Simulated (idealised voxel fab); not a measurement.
Process module name: voxel gate over fins
The cross-section shown here is cut; it is 145 nm wide and divided into square cells measuring 5 nm on a side.
Each cross-section below is a grid of square cells, stated as bands in top-down order, with one or more rows of cells making up each band. Heights first: top, then bottom, in nm. Then materials, left to right, each with a width in nm. "all across" on a single material: fills the band edge to edge. "blank": empty space. For the purposes of this specification, 0 denotes the height below which the wafer in its as-received condition is composed wholly of one material, and the lowermost band, lacking a lower limit, extends downward without end, as expressed in "top 0, no bottom". Per-row width for "30..40": begins at first number (top row of band), ends at second number (bottom row), increment between rows held constant. "remained the same" -> step changed no cross-section cell. Voids not open to the top, 8 cells minimum: see "Unvented voids". Written width x height at distance; distance is from the left edge; nm. That trailing text on a step's line, after the settings, is the simulator's own remark on the step. overlay nm: mask offset rightward from planned place, masked step; negative means leftward offset.
So here's the lineup of process steps we planned
| 1 | RECEIVE: material Si |
| 2 | CONFORMAL_DEP: material SiN, thk nm 5 |
| 3 | PATTERN: tone cover, mask id FINS, material resist, width nm 15, pitch nm 35, thk nm 20, overlay nm 0 |
| 4 | DIRECTIONAL_ETCH: etch materials SiN, depth nm 5 |
| 5 | DIRECTIONAL_ETCH: etch materials Si, depth nm 30 |
| 6 | STRIP: etch materials resist |
| 7 | OXIDIZE: depth nm 5 |
| 8 | FILL_DEP: material SiO2, thk nm 15 |
| 9 | CMP: height nm 5 |
| 10 | SELECTIVE_ETCH: etch materials SiO2, depth nm 15 |
| 11 | STRIP: etch materials SiN |
| 12 | CONFORMAL_DEP: material HfO2, thk nm 5 |
| 13 | CONFORMAL_DEP: material TiN, thk nm 5 |
| 14 | FILL_DEP: material W, thk nm 15 |
| 15 | CMP: height nm 20 |
| 16 | CONFORMAL_DEP: material SiN, thk nm 5 |
The cross-section here shows the wafer as received, i.e. in its state after step 1
  top 0, no bottom | Si all across
  Unvented voids: none
Result of the module, cross-sectioned: start per above, plan per above, one error in how it was run
  top 25, bottom 20 | SiN all across
  top 20, bottom 10 | W all across
  top 10, bottom 5 | W (25) / HfO2 (25) / W (10) / HfO2 (25) / W (10) / HfO2 (25) / W (25)
  top 5, bottom 0 | W (25) / HfO2 (5) / TiN (15) / HfO2 (5) / W (10) / HfO2 (5) / TiN (15) / HfO2 (5) / W (10) / HfO2 (5) / TiN (15) / HfO2 (5) / W (25)
  top 0, bottom -5 | HfO2 (30) / TiN (5) / Si (5) / TiN (5) / HfO2 (20) / TiN (5) / Si (5) / TiN (5) / HfO2 (20) / TiN (5) / Si (5) / TiN (5) / HfO2 (30)
  top -5, bottom -10 | TiN (35) / Si (5) / TiN (30) / Si (5) / TiN (30) / Si (5) / TiN (35)
  top -10, bottom -35 | SiO2 (35) / Si (5) / SiO2 (30) / Si (5) / SiO2 (30) / Si (5) / SiO2 (35)
  top -35, no bottom | Si all across
  Unvented voids: none
Against the plan, the run slipped here: transposition of steps 12 and 13 relative to the planned sequence
